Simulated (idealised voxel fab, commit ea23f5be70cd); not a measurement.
process module | voxel capacitor over wiring
cross-section cut | 200 nm wide | cells 5 nm
A cross-section is a grid of square cells, given in bands from the top down. A band is one or more rows of cells.
Each band's line starts with the height of the band's top and of its bottom, in nm. Then come its materials from left to right, each with its width in nm. One material with "throughout" fills the band from edge to edge. "air" is empty space.
Height 0 is the level under which the wafer as received is all one material. The lowest band goes on downwards, as in "0 down".
A width such as "30 to 40" changes by the same amount from each row of cells to the next, from the band's top row to its bottom row.
"no change" after a step means that no cell of the cross-section changed.
closed voids: empty space of 8 cells or more with no open way to the top, each as width x height at its distance from the left edge, in nm
after a step's settings: what the simulator itself notes on the step
overlay nm, on a step with a mask: how far to the right of its planned place the mask lay; to the left if negative
plan
1 op RECEIVE | material Si
2 op CONFORMAL_DEP | material SiO2 | thk nm 15
3 op DIRECTIONAL_DEP | material TiN | thk nm 5
4 op DIRECTIONAL_DEP | material W | thk nm 25
5 op MASKED_ETCH | tone cover | mask id METAL_1 | width nm 20 | pitch nm 90 | etch materials W | depth nm 25 | overlay nm 0
6 op MASKED_ETCH | tone cover | mask id METAL_1 | width nm 20 | pitch nm 90 | etch materials TiN | depth nm 5 | overlay nm 0
7 op FILL_DEP | material SiO2 | thk nm 10
8 op CMP | height nm 45
9 op CONFORMAL_DEP | material SiCN | thk nm 5
10 op DIRECTIONAL_DEP | material SiO2 | thk nm 20
11 op DIRECTIONAL_DEP | material aC | thk nm 10
12 op PATTERN | tone open | mask id PLUG_1 | material resist | width nm 15 | thk nm 25 | overlay nm 0
13 op DIRECTIONAL_ETCH | etch materials aC | depth nm 10
14 op STRIP | etch materials resist
15 op DIRECTIONAL_ETCH | etch materials SiO2 | depth nm 20
16 op DIRECTIONAL_ETCH | etch materials SiCN | depth nm 5
17 op STRIP | etch materials aC
18 op CONFORMAL_DEP | material TiN | thk nm 5
19 op FILL_DEP | material W | thk nm 5
20 op CMP | height nm 70
21 op DIRECTIONAL_DEP | material TiN | thk nm 10
22 op DIRECTIONAL_DEP | material HfO2 | thk nm 5
23 op DIRECTIONAL_DEP | material TiN | thk nm 5
24 op DIRECTIONAL_DEP | material aC | thk nm 15
25 op PATTERN | tone cover | mask id UPPER_PLATE | material resist | width nm 75 | thk nm 30 | overlay nm 0
26 op DIRECTIONAL_ETCH | etch materials aC | depth nm 15
27 op STRIP | etch materials resist
28 op DIRECTIONAL_ETCH | etch materials TiN | depth nm 5
29 op DIRECTIONAL_ETCH | etch materials HfO2 | depth nm 5
30 op STRIP | etch materials aC
31 op PATTERN | tone cover | mask id LOWER_PLATE | material resist | width nm 85 | thk nm 20 | overlay nm 0
32 op DIRECTIONAL_ETCH | etch materials TiN | depth nm 10
33 op STRIP | etch materials resist
34 op FILL_DEP | material SiO2 | thk nm 20
35 op CMP | height nm 105
36 op DIRECTIONAL_DEP | material aC | thk nm 5
37 op PATTERN | tone open | mask id PLUG_2 | material resist | width nm 15 | thk nm 35 | overlay nm 0
38 op DIRECTIONAL_ETCH | etch materials aC | depth nm 15
39 op STRIP | etch materials resist
40 op DIRECTIONAL_ETCH | etch materials SiO2 | depth nm 15
41 op STRIP | etch materials aC
42 op CONFORMAL_DEP | material TiN | thk nm 5
43 op FILL_DEP | material Cu | thk nm 5
44 op CMP | height nm 105
45 op CONFORMAL_DEP | material SiN | thk nm 5
varied across the wafers: thk nm of step 36. The plan shows the first wafer's value. All wafers start alike
first wafer as received, after step 1
  0 down: Si throughout
  closed voids: none
each wafer at the end: cells of each material gained (+) or lost (-) since it was received, then its closed voids
thk nm 5 | +2 Cu | +15 HfO2 | +37 SiCN | +40 SiN | +667 SiO2 | +75 TiN | +44 W | closed voids: none
thk nm 10 | +2 Cu | +15 HfO2 | +37 SiCN | +40 SiN | +667 SiO2 | +75 TiN | +44 W | closed voids: none
thk nm 15 | +2 Cu | +15 HfO2 | +37 SiCN | +40 SiN | +667 SiO2 | +75 TiN | +44 W | closed voids: none
thk nm 20 | +15 HfO2 | +37 SiCN | +40 SiN | +676 SiO2 | +68 TiN | +44 W | closed voids: none
thk nm 25 | +15 HfO2 | +37 SiCN | +40 SiN | +676 SiO2 | +68 TiN | +44 W | closed voids: none
thk nm 30 | +15 HfO2 | +37 SiCN | +40 SiN | +676 SiO2 | +68 TiN | +44 W | closed voids: none
